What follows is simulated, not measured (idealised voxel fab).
The process module that follows is named voxel transistor to metal.
This is section cut - it's 160 nm across, gridded in 5 nm square cells.
When this document writes out a cross-section, it uses a grid of square cells and lists it as bands, beginning at the top and moving down, with a band standing for one or more rows of cells.
The band entry comprises the height of the band's top followed by the height of its bottom, expressed in nm, and subsequently the band's materials from left to right, each stated together with its width in nm. Where a single material is marked with the word "edge to edge", that material fills the band from edge to edge. The word "blank" represents empty space.
For the purposes of this specification, 0 denotes the height below which the wafer in its as-received condition is composed wholly of one material, and the lowermost band, lacking a lower limit, extends downward without end, as expressed in "z 0 and below".
With a width like "30->40", each row of cells in the band differs from the next by the same amount, the top row carrying the first number and the bottom row the second.
Where a step carries "all unchanged", the cross-section came out of it unchanged, cell for cell.
"closed voids" means: voids of 8 cells or more that are shut off from the top with no open way through. Written width x height at distance, distance from the left edge, in nm.
Formally, on a step line, whatever follows the settings is a remark that the simulator itself makes on the step.
A step's line can hold "overlay nm"; with a mask on that step, the setting says how far right of the planned place the mask lay, while a negative setting says it lay to the left.

[Steps in the process plan]
1: RECEIVE | material Si
2: OXIDIZE | depth nm 5
3: CONFORMAL_DEP | material SiN | thk nm 10
4: MASKED_ETCH | tone cover | mask id ACTIVE | width nm 110 | etch materials SiN | depth nm 10 | overlay nm 0
5: MASKED_ETCH | tone cover | mask id ACTIVE | width nm 110 | etch materials SiO2 | depth nm 5 | overlay nm 0
6: MASKED_ETCH | tone cover | mask id ACTIVE | width nm 110 | etch materials Si | depth nm 35 | overlay nm 0
7: FILL_DEP | material SiO2 | thk nm 15
8: CMP | height nm 10
9: SELECTIVE_ETCH | etch materials SiO2 | depth nm 5
10: STRIP | etch materials SiN
11: SELECTIVE_ETCH | etch materials SiO2 | depth nm 5
12: OXIDIZE | depth nm 5
13: DIRECTIONAL_DEP | material polySi | thk nm 30
14: DIRECTIONAL_DEP | material SiCN | thk nm 15
15: DIRECTIONAL_DEP | material aC | thk nm 15
16: PATTERN | tone cover | mask id GATE | material resist | width nm 20 | thk nm 30 | overlay nm 0
17: DIRECTIONAL_ETCH | etch materials aC | depth nm 15
18: STRIP | etch materials resist
19: DIRECTIONAL_ETCH | etch materials SiCN | depth nm 25
20: DIRECTIONAL_ETCH | etch materials polySi | depth nm 40
21: STRIP | etch materials aC
22: CONFORMAL_DEP | material SiO2 | thk nm 5
23: DIRECTIONAL_ETCH | etch materials SiO2 | depth nm 5
24: CONFORMAL_DEP | material SiN | thk nm 5
25: DIRECTIONAL_ETCH | etch materials SiN | depth nm 5
26: DIRECTIONAL_ETCH | etch materials SiO2 | depth nm 5
27: DIRECTIONAL_ETCH | etch materials Si | depth nm 10
28: EPI | material SiGe | thk nm 15
29: FILL_DEP | material SiO2 | thk nm 5
30: CMP | height nm 40
31: DIRECTIONAL_DEP | material SiO2 | thk nm 10
32: DIRECTIONAL_DEP | material aC | thk nm 10
33: PATTERN | tone open | mask id CONTACT | material resist | width nm 20 | pitch nm 70 | thk nm 30 | overlay nm 0
34: DIRECTIONAL_ETCH | etch materials aC | depth nm 10
35: STRIP | etch materials resist
36: DIRECTIONAL_ETCH | etch materials SiO2 | depth nm 45
37: STRIP | etch materials aC
38: CONFORMAL_DEP | material TiN | thk nm 5
39: FILL_DEP | material W | thk nm 10
40: CMP | height nm 50
41: CONFORMAL_DEP | material SiCN | thk nm 5
42: DIRECTIONAL_DEP | material lowk | thk nm 15
43: DIRECTIONAL_DEP | material aC | thk nm 15
44: PATTERN | tone open | mask id METAL_1 | material resist | width nm 20 | pitch nm 70 | thk nm 35 | overlay nm 0
45: DIRECTIONAL_ETCH | etch materials aC | depth nm 15
46: STRIP | etch materials resist
47: DIRECTIONAL_ETCH | etch materials lowk | depth nm 15
48: DIRECTIONAL_ETCH | etch materials SiCN | depth nm 5
49: STRIP | etch materials aC
50: CONFORMAL_DEP | material TiN | thk nm 5
51: FILL_DEP | material Cu | thk nm 5
52: CMP | height nm 70
53: CONFORMAL_DEP | material SiCN | thk nm 5
54: DIRECTIONAL_DEP | material SiO2 | thk nm 30
55: MASKED_ETCH | tone open | mask id METAL_2 | width nm 20 | pitch nm 70 | etch materials SiO2 | depth nm 20 | overlay nm 0
56: PATTERN | tone open | mask id METAL_2_HOLES | material resist | width nm 15 | pitch nm 70 | thk nm 15 | overlay nm 0
57: DIRECTIONAL_ETCH | etch materials SiO2 | depth nm 10
58: DIRECTIONAL_ETCH | etch materials SiCN | depth nm 5
59: STRIP | etch materials resist
60: CONFORMAL_DEP | material TiN | thk nm 5
61: FILL_DEP | material Cu | thk nm 5
62: CMP | height nm 105
63: CONFORMAL_DEP | material SiN | thk nm 5

[As received (post step 1): cross-section]
* z 0 and below = Si edge to edge
* closed voids: none

[Here's the wafer cut in cross-section after the module, started and planned just like above, except one thing was done wrong in the run]
* z 110 to 105 = SiN edge to edge
* z 105 to 90 = 35 of SiO2 / 5 of TiN / 10 of Cu / 5 of TiN / 50 of SiO2 / 5 of TiN / 10 of Cu / 5 of TiN / 35 of SiO2
* z 90 to 85 = 35 of SiO2 / 5 of TiN / 5 of Cu / 10 of TiN / 50 of SiO2 / 5 of TiN / 5 of Cu / 10 of TiN / 35 of SiO2
* z 85 to 75 = 35 of SiO2 / 5 of TiN / 5 of Cu / 5 of TiN / 55 of SiO2 / 5 of TiN / 5 of Cu / 5 of TiN / 40 of SiO2
* z 75 to 70 = 35 of SiCN / 15 of TiN / 55 of SiCN / 15 of TiN / 40 of SiCN
* z 70 to 55 = 35 of lowk / 5 of TiN / 10 of Cu / 5 of TiN / 50 of lowk / 5 of TiN / 10 of Cu / 5 of TiN / 35 of lowk
* z 55 to 50 = 35 of SiCN / 20 of TiN / 50 of SiCN / 20 of TiN / 35 of SiCN
* z 50 to 40 = 35 of SiO2 / 5 of TiN / 10 of W / 5 of TiN / 50 of SiO2 / 5 of TiN / 10 of W / 5 of TiN / 35 of SiO2
* z 40 to 25 = 35 of SiO2 / 5 of TiN / 10 of W / 5 of TiN / 15 of SiO2 / 20 of SiCN / 15 of SiO2 / 5 of TiN / 10 of W / 5 of TiN / 35 of SiO2
* z 25 to 10 = 35 of SiO2 / 5 of TiN / 10 of W / 5 of TiN / 15 of SiO2 / 20 of polySi / 15 of SiO2 / 5 of TiN / 10 of W / 5 of TiN / 35 of SiO2
* z 10 to 5 = 35 of SiO2 / 20 of TiN / 15 of SiO2 / 20 of polySi / 15 of SiO2 / 20 of TiN / 35 of SiO2
* z 5 to -5 = 50 of SiO2 / 15 of SiGe / 5 of SiO2 / 20 of polySi / 5 of SiO2 / 15 of SiGe / 50 of SiO2
* z -5 to -10 = 25 of SiO2 / 40 of SiGe / 30 of SiO2 / 40 of SiGe / 25 of SiO2
* z -10 to -20 = 25 of SiO2 / 40 of SiGe / 30 of Si / 40 of SiGe / 25 of SiO2
* z -20 to -40 = 25 of SiO2 / 110 of Si / 25 of SiO2
* z -40 and below = Si edge to edge
* closed voids: none
Short version of what went wrong: step 24 of the plan was bypassed and not carried out
